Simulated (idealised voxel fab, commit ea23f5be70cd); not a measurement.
This is a process module. Its name is voxel transistor to metal.
Shown is cross-section cut, with a width of 155 nm and square cells of size 5 nm.
Square cells in a grid make up a cross-section in this document, and the grid is given as bands, listed from the top down, each one or more rows of cells. Top height, bottom height, nm. Materials left to right, width each, nm. Single material + "everywhere" = fills band edge to edge. "empty" = empty. Below 0: as-received wafer, all one material; heights counted from there. Lowest band: no bottom, goes on down, written "top 0, no bottom". Width "30..40": first value at the band's top row of cells, second value at its bottom row, equal change from row to row. Step note "no modification" = no cross-section cell changed. Closed-off voids of 8+ cells (no open route to the top) go in "Unvented internal voids", written width x height at distance from the left edge, in nm. Text after the settings on a step's line: the simulator's own remark on that step. The optional step-line setting "overlay nm" applies to steps with a mask and quantifies how far to the right of its planned location the mask lay, a negative value indicating leftward placement.
[Here's what the planned process steps look like]
1) RECEIVE | material Si
2) CONFORMAL_DEP | material SiO2 | thk nm 5
3) CONFORMAL_DEP | material SiN | thk nm 10
4) PATTERN | tone cover | mask id ACTIVE | material resist | width nm 105 | thk nm 15 | overlay nm 0
5) DIRECTIONAL_ETCH | etch materials SiN | depth nm 10
6) DIRECTIONAL_ETCH | etch materials SiO2 | depth nm 5
7) DIRECTIONAL_ETCH | etch materials Si | depth nm 35
8) STRIP | etch materials resist
9) OXIDIZE | depth nm 5
10) FILL_DEP | material SiO2 | thk nm 10
11) CMP | height nm 15
12) SELECTIVE_ETCH | etch materials SiO2 | depth nm 10
13) STRIP | etch materials SiN
14) SELECTIVE_ETCH | etch materials SiO2 | depth nm 5
15) OXIDIZE | depth nm 5
16) DIRECTIONAL_DEP | material polySi | thk nm 20
17) DIRECTIONAL_DEP | material SiCN | thk nm 10
18) MASKED_ETCH | tone cover | mask id GATE | width nm 25 | etch materials SiCN | depth nm 20 | overlay nm 0
19) MASKED_ETCH | tone cover | mask id GATE | width nm 25 | etch materials polySi | depth nm 30 | overlay nm 0
20) CONFORMAL_DEP | material SiN | thk nm 10
21) DIRECTIONAL_ETCH | etch materials SiN | depth nm 10
22) DIRECTIONAL_ETCH | etch materials SiO2 | depth nm 5
23) EPI | material SiGe | thk nm 5
24) FILL_DEP | material SiO2 | thk nm 10
25) CMP | height nm 30
26) DIRECTIONAL_DEP | material SiO2 | thk nm 10
27) MASKED_ETCH | tone open | mask id CONTACT | width nm 25 | pitch nm 60 | etch materials SiO2 | depth nm 40 | overlay nm 0
28) CONFORMAL_DEP | material TiN | thk nm 5
29) FILL_DEP | material Ru | thk nm 5
30) CMP | height nm 40
31) CONFORMAL_DEP | material SiN | thk nm 5
32) DIRECTIONAL_DEP | material SiO2 | thk nm 20
33) PATTERN | tone open | mask id METAL_1 | material resist | width nm 15 | pitch nm 70 | thk nm 20 | overlay nm 0
34) DIRECTIONAL_ETCH | etch materials SiO2 | depth nm 20
35) DIRECTIONAL_ETCH | etch materials SiN | depth nm 5
36) STRIP | etch materials resist
37) CONFORMAL_DEP | material TiN | thk nm 5
38) FILL_DEP | material Cu | thk nm 5
39) CMP | height nm 65
40) EPI | material Ru | thk nm 5
41) FILL_DEP | material SiCN | thk nm 5
42) DIRECTIONAL_DEP | material lowk | thk nm 35
43) DIRECTIONAL_DEP | material aC | thk nm 15
44) PATTERN | tone open | mask id METAL_2 | material resist | width nm 15 | pitch nm 70 | thk nm 30 | overlay nm 0
45) DIRECTIONAL_ETCH | etch materials aC | depth nm 15
46) STRIP | etch materials resist
47) DIRECTIONAL_ETCH | etch materials lowk | depth nm 20
48) STRIP | etch materials aC
49) PATTERN | tone open | mask id METAL_2_HOLES | material resist | width nm 15 | pitch nm 70 | thk nm 15 | overlay nm 0
50) DIRECTIONAL_ETCH | etch materials lowk | depth nm 15
51) DIRECTIONAL_ETCH | etch materials SiCN | depth nm 5
52) STRIP | etch materials resist
53) CONFORMAL_DEP | material TiN | thk nm 5
54) FILL_DEP | material Ru | thk nm 5
55) CMP | height nm 110
56) CONFORMAL_DEP | material SiCN | thk nm 5
[Delivered wafer in cross-section: state after step 1]
  top 0, no bottom  Si everywhere
  Unvented internal voids: none
[Cross-section: first of two wafers, module finished, run according to plan]
  top 115, bottom 110  SiCN everywhere
  top 110, bottom 75  lowk: 35, TiN: 5, Ru: 5, TiN: 5, lowk: 55, TiN: 5, Ru: 5, TiN: 5, lowk: 35
  top 75, bottom 70  SiCN: 35, TiN: 15, SiCN: 55, TiN: 15, SiCN: 35
  top 70, bottom 65  SiCN: 30, Ru: 25, SiCN: 45, Ru: 25, SiCN: 30
  top 65, bottom 45  SiO2: 35, TiN: 5, Cu: 5, TiN: 5, SiO2: 55, TiN: 5, Cu: 5, TiN: 5, SiO2: 35
  top 45, bottom 40  SiN: 35, TiN: 15, SiN: 55, TiN: 15, SiN: 35
  top 40, bottom 30  SiO2: 35, TiN: 5, Ru: 15..10, TiN: 5..10, SiO2: 35, TiN: 5..10, Ru: 15..10, TiN: 5, SiO2: 35
  top 30, bottom 20  SiO2: 35, TiN: 5, Ru: 10, TiN: 5, SiN: 10, SiCN: 25, SiN: 10, TiN: 5, Ru: 10, TiN: 5, SiO2: 35
  top 20, bottom 5  SiO2: 35, TiN: 5, Ru: 10, TiN: 5, SiN: 10, polySi: 25, SiN: 10, TiN: 5, Ru: 10, TiN: 5, SiO2: 35
  top 5, bottom 0  SiO2: 35, TiN: 20, SiN: 10, polySi: 25, SiN: 10, TiN: 20, SiO2: 35
  top 0, bottom -5  SiO2: 25, SiGe: 30, SiO2: 45, SiGe: 30, SiO2: 25
  top -5, bottom -40  SiO2: 30, Si: 95, SiO2: 30
  top -40, no bottom  Si everywhere
  Unvented internal voids: none
[End of module, second wafer, cross-section. Started like the first, planned like the first, run with one mistake]
  top 115, bottom 110  SiCN everywhere
  top 110, bottom 105  Ru: 25, TiN: 15, Ru: 5, TiN: 15, Ru: 35, TiN: 15, Ru: 5, TiN: 15, Ru: 25
  top 105, bottom 100  TiN: 30, lowk: 5, TiN: 5, Ru: 5, TiN: 5, lowk: 5, TiN: 45, lowk: 5, TiN: 5, Ru: 5, TiN: 5, lowk: 5, TiN: 30
  top 100, bottom 75  lowk: 35, TiN: 5, Ru: 5, TiN: 5, lowk: 55, TiN: 5, Ru: 5, TiN: 5, lowk: 35
  top 75, bottom 70  lowk: 35, TiN: 15, lowk: 55, TiN: 15, lowk: 35
  top 70, bottom 65  lowk: 30, Ru: 25, lowk: 45, Ru: 25, lowk: 30
  top 65, bottom 45  SiO2: 35, TiN: 5, Cu: 5, TiN: 5, SiO2: 55, TiN: 5, Cu: 5, TiN: 5, SiO2: 35
  top 45, bottom 40  SiN: 35, TiN: 15, SiN: 55, TiN: 15, SiN: 35
  top 40, bottom 30  SiO2: 35, TiN: 5, Ru: 15..10, TiN: 5..10, SiO2: 35, TiN: 5..10, Ru: 15..10, TiN: 5, SiO2: 35
  top 30, bottom 20  SiO2: 35, TiN: 5, Ru: 10, TiN: 5, SiN: 10, SiCN: 25, SiN: 10, TiN: 5, Ru: 10, TiN: 5, SiO2: 35
  top 20, bottom 5  SiO2: 35, TiN: 5, Ru: 10, TiN: 5, SiN: 10, polySi: 25, SiN: 10, TiN: 5, Ru: 10, TiN: 5, SiO2: 35
  top 5, bottom 0  SiO2: 35, TiN: 20, SiN: 10, polySi: 25, SiN: 10, TiN: 20, SiO2: 35
  top 0, bottom -5  SiO2: 25, SiGe: 30, SiO2: 45, SiGe: 30, SiO2: 25
  top -5, bottom -40  SiO2: 30, Si: 95, SiO2: 30
  top -40, no bottom  Si everywhere
  Unvented internal voids: none
what went wrong: yeah, step 41 of the plan got skipped, never ran
It is noted that, at the conclusion of processing, the second wafer exhibits a higher or lower cell count for certain materials relative to the first: Ru: 17 more, SiCN: 46 fewer, TiN: 29 more
